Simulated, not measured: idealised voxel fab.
Process module heading - voxel spacer lines
The cross-section shown here is cut; it is 160 nm wide and divided into square cells measuring 5 nm on a side.
For the purposes of this document, a cross-section shall be understood as a grid of square cells, specified as bands listed in top-to-bottom order, each band consisting of one or more rows of cells. A band entry consists of two parts. The first gives the height of the band's top and the height of its bottom, in nm. The rest lists the band's materials from left to right, each with its width in nm. A single material labelled with the word "full width" fills the band from edge to edge, and the word "empty" marks empty space. Heights from 0 (as-received wafer is one material below). Bottom band endless downward, as "0..down". Width: "30 to 40" (first number = top row, second number = bottom row, same change from row to row of cells). What does "identical to before" mean for a step? It means no cell of the cross-section changed in that step. Enclosed voids (no open way to top), threshold 8 cells or more, entry "Closed voids list", notation width x height at distance, distance from left edge, nm. On each step's line, the part that comes after the settings is the simulator's own comment on the step. overlay nm: on a step with a mask, how far right of its planned place the mask lay; negative means left.

# Process steps (planned)
1. RECEIVE [material Si]
2. CONFORMAL_DEP [material Al2O3] [thk nm 5]
3. DIRECTIONAL_DEP [material TiN] [thk nm 15]
4. DIRECTIONAL_DEP [material polySi] [thk nm 20]
5. PATTERN [tone cover] [mask id MANDREL] [material resist] [width nm 25] [pitch nm 80] [thk nm 30] [overlay nm 0]
6. DIRECTIONAL_ETCH [etch materials polySi] [depth nm 20]
7. STRIP [etch materials resist]
8. CONFORMAL_DEP [material SiO2] [thk nm 15]
9. DIRECTIONAL_ETCH [etch materials SiO2] [depth nm 15]
10. STRIP [etch materials polySi]
11. DIRECTIONAL_ETCH [etch materials TiN] [depth nm 15]
12. STRIP [etch materials SiO2]
13. FILL_DEP [material lowk] [thk nm 10]
14. CMP [height nm 20]

# What follows covers the first of two wafers; it ran as planned

# So this is the incoming wafer in cross-section - it's already been through step 1
0..down = Si full width
Closed voids list: none

# After step 2: wafer cross-section
5..0 = Al2O3 full width
At heights below 0, the structure remains unaltered.

# After step 3: wafer cross-section
20..5 = TiN full width
At heights below 5, the structure remains unaltered.

# After step 4: wafer cross-section
40..20 = polySi full width
At heights below 20, the structure remains unaltered.

# After step 5: wafer cross-section
70..40 = 25 empty / 25 resist / 55 empty / 25 resist / 30 empty
At heights below 40, the structure remains unaltered.

# After step 6: wafer cross-section
70..40 = 25 empty / 25 resist / 55 empty / 25 resist / 30 empty
40..20 = 25 empty / 25 polySi / 55 empty / 25 polySi / 30 empty
At heights below 20, the structure remains unaltered.

# After step 7: wafer cross-section
40..20 = 25 empty / 25 polySi / 55 empty / 25 polySi / 30 empty
At heights below 20, the structure remains unaltered.

# After step 8: wafer cross-section
55..40 = 10 empty / 55 SiO2 / 25 empty / 55 SiO2 / 15 empty
40..35 = 10 empty / 15 SiO2 / 25 polySi / 15 SiO2 / 25 empty / 15 SiO2 / 25 polySi / 15 SiO2 / 15 empty
35..20 = 25 SiO2 / 25 polySi / 55 SiO2 / 25 polySi / 30 SiO2
At heights below 20, the structure remains unaltered.

# After step 9: wafer cross-section
40..20 = 10 empty / 15 SiO2 / 25 polySi / 15 SiO2 / 25 empty / 15 SiO2 / 25 polySi / 15 SiO2 / 15 empty
At heights below 20, the structure remains unaltered.

# After step 10: wafer cross-section
40..20 = 10 empty / 15 SiO2 / 25 empty / 15 SiO2 / 25 empty / 15 SiO2 / 25 empty / 15 SiO2 / 15 empty
At heights below 20, the structure remains unaltered.

# After step 11: wafer cross-section
40..20 = 10 empty / 15 SiO2 / 25 empty / 15 SiO2 / 25 empty / 15 SiO2 / 25 empty / 15 SiO2 / 15 empty
20..5 = 10 empty / 15 TiN / 25 empty / 15 TiN / 25 empty / 15 TiN / 25 empty / 15 TiN / 15 empty
At heights below 5, the structure remains unaltered.

# After step 12: wafer cross-section
20..5 = 10 empty / 15 TiN / 25 empty / 15 TiN / 25 empty / 15 TiN / 25 empty / 15 TiN / 15 empty
At heights below 5, the structure remains unaltered.

# After step 13: wafer cross-section
30..20 = lowk full width
20..5 = 10 lowk / 15 TiN / 25 lowk / 15 TiN / 25 lowk / 15 TiN / 25 lowk / 15 TiN / 15 lowk
At heights below 5, the structure remains unaltered.

# After step 14: wafer cross-section
20..5 = 10 lowk / 15 TiN / 25 lowk / 15 TiN / 25 lowk / 15 TiN / 25 lowk / 15 TiN / 15 lowk
At heights below 5, the structure remains unaltered.

# It is to be noted that the second wafer proceeded from the same initial state and according to the same plan as the first, although one mistake was committed in its execution; through step 1, inclusive, the two wafers share an identical history

Cross-section of the second wafer when, according to plan, step 2 should have finished: identical to before

# Cross-section of the second wafer when, according to plan, step 3 should have finished
15..0 = TiN full width
At heights below 0, the structure remains unaltered.

# Cross-section of the second wafer when, according to plan, step 4 should have finished
35..15 = polySi full width
At heights below 15, the structure remains unaltered.

# Cross-section of the second wafer when, according to plan, step 5 should have finished
65..35 = 25 empty / 25 resist / 55 empty / 25 resist / 30 empty
At heights below 35, the structure remains unaltered.

# Cross-section of the second wafer when, according to plan, step 6 should have finished
65..35 = 25 empty / 25 resist / 55 empty / 25 resist / 30 empty
35..15 = 25 empty / 25 polySi / 55 empty / 25 polySi / 30 empty
At heights below 15, the structure remains unaltered.

# Cross-section of the second wafer when, according to plan, step 7 should have finished
35..15 = 25 empty / 25 polySi / 55 empty / 25 polySi / 30 empty
At heights below 15, the structure remains unaltered.

# Cross-section of the second wafer when, according to plan, step 8 should have finished
50..35 = 10 empty / 55 SiO2 / 25 empty / 55 SiO2 / 15 empty
35..30 = 10 empty / 15 SiO2 / 25 polySi / 15 SiO2 / 25 empty / 15 SiO2 / 25 polySi / 15 SiO2 / 15 empty
30..15 = 25 SiO2 / 25 polySi / 55 SiO2 / 25 polySi / 30 SiO2
At heights below 15, the structure remains unaltered.

# Cross-section of the second wafer when, according to plan, step 9 should have finished
35..15 = 10 empty / 15 SiO2 / 25 polySi / 15 SiO2 / 25 empty / 15 SiO2 / 25 polySi / 15 SiO2 / 15 empty
At heights below 15, the structure remains unaltered.

# Cross-section of the second wafer when, according to plan, step 10 should have finished
35..15 = 10 empty / 15 SiO2 / 25 empty / 15 SiO2 / 25 empty / 15 SiO2 / 25 empty / 15 SiO2 / 15 empty
At heights below 15, the structure remains unaltered.

# Cross-section of the second wafer when, according to plan, step 11 should have finished
35..15 = 10 empty / 15 SiO2 / 25 empty / 15 SiO2 / 25 empty / 15 SiO2 / 25 empty / 15 SiO2 / 15 empty
15..0 = 10 empty / 15 TiN / 25 empty / 15 TiN / 25 empty / 15 TiN / 25 empty / 15 TiN / 15 empty
At heights below 0, the structure remains unaltered.

# Cross-section of the second wafer when, according to plan, step 12 should have finished
15..0 = 10 empty / 15 TiN / 25 empty / 15 TiN / 25 empty / 15 TiN / 25 empty / 15 TiN / 15 empty
At heights below 0, the structure remains unaltered.

# Cross-section of the second wafer when, according to plan, step 13 should have finished
25..15 = lowk full width
15..0 = 10 lowk / 15 TiN / 25 lowk / 15 TiN / 25 lowk / 15 TiN / 25 lowk / 15 TiN / 15 lowk
At heights below 0, the structure remains unaltered.

# Cross-section of the second wafer when, according to plan, step 14 should have finished
20..15 = lowk full width
At heights below 15, the structure remains unaltered.
The mistake made against the process plan was this: skipped: plan step 2 (never run)
The second wafer ends with more or fewer cells of some materials than the first, per final count: -32 Al2O3, +32 lowk
